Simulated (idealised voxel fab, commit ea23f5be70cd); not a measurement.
Process module name: voxel self aligned contacts
It is cross-section cut that appears here, measuring 290 nm in width, its square cells being 5 nm in size.
Throughout this document, each cross-section is represented as a grid of square cells and is presented as a sequence of bands enumerated from the top downward, where a band comprises one or more rows of cells.
Read a band's entry like this: the first values are the height of its top and the height of its bottom in nm, and what follows is the sequence of materials from left to right, each with its width in nm. Note that "empty" is empty space, and that a single material marked "edge to edge" reaches across the band from edge to edge.
The level at which height equals 0 is the one under which the wafer, as it arrives, is entirely one material. No lower edge exists for the bottom band, which continues downward and is notated as in "from 0 down".
Note: "30 to 40" means the width goes from the first number (top row of the band) to the second number (bottom row) in equal steps per row of cells.
"nothing altered" after a step means that no cell of the cross-section changed.
The label "Enclosed void listing" introduces a list of the empty spaces, 8 cells or larger, that have no open way up to the top; each entry in it reads width x height at distance, where the distance is taken from the left edge and all three are stated in nm.
It should be noted that, on the line of a given step, the content following the step's settings is a remark produced by the simulator itself with respect to that step.
A step's line can hold "overlay nm"; with a mask on that step, the setting says how far right of the planned place the mask lay, while a negative setting says it lay to the left.
[The following list gives the planned process steps]
1: RECEIVE [material Si]
2: OXIDIZE [depth nm 5]
3: DIRECTIONAL_DEP [material polySi] [thk nm 25]
4: DIRECTIONAL_DEP [material SiN] [thk nm 20]
5: DIRECTIONAL_DEP [material aC] [thk nm 10]
6: PATTERN [tone cover] [mask id GATE] [material resist] [width nm 25] [pitch nm 60] [thk nm 25] [overlay nm 0]
7: DIRECTIONAL_ETCH [etch materials aC] [depth nm 10]
8: STRIP [etch materials resist]
9: DIRECTIONAL_ETCH [etch materials SiN] [depth nm 20]
10: DIRECTIONAL_ETCH [etch materials polySi] [depth nm 25]
11: STRIP [etch materials aC]
12: CONFORMAL_DEP [material SiN] [thk nm 10]
13: DIRECTIONAL_ETCH [etch materials SiN] [depth nm 10]
14: FILL_DEP [material SiO2] [thk nm 20]
15: CMP [height nm 55]
16: MASKED_ETCH [tone open] [mask id CONTACT] [width nm 45] [etch materials SiO2] [depth nm 60] [overlay nm 0]
17: CONFORMAL_DEP [material TiN] [thk nm 5]
18: FILL_DEP [material Ru] [thk nm 10]
19: CMP [height nm 55]
20: CONFORMAL_DEP [material SiN] [thk nm 5]
[Wafer at receipt (post step 1), cross-section]
- from 0 down | Si edge to edge
- Enclosed void listing: none
[Starting structure and process plan are as shown above, but one mistake was made in running the module; the wafer cross-section at the end of the module follows]
- from 60 to 55 | SiN edge to edge
- from 55 to 45 | SiO2: 115, TiN: 5 to 25, Ru: 45 to 5, TiN: 5 to 25, SiO2: 120
- from 45 to 25 | SiO2: 90, SiN: 45, TiN: 5, Ru: 5, TiN: 5, SiN: 45, SiO2: 95
- from 25 to 0 | SiO2: 90, SiN: 10, polySi: 25, SiN: 10, TiN: 5, Ru: 5, TiN: 5, SiN: 10, polySi: 25, SiN: 10, SiO2: 95
- from 0 to -5 | SiO2: 135, TiN: 15, SiO2: 140
- from -5 down | Si edge to edge
- Enclosed void listing: none
What broke from the plan during processing? not per plan at step 16, really ran MASKED_ETCH [tone open] [mask id CONTACT] [width nm 55] [etch materials SiO2] [depth nm 60] [overlay nm 0]
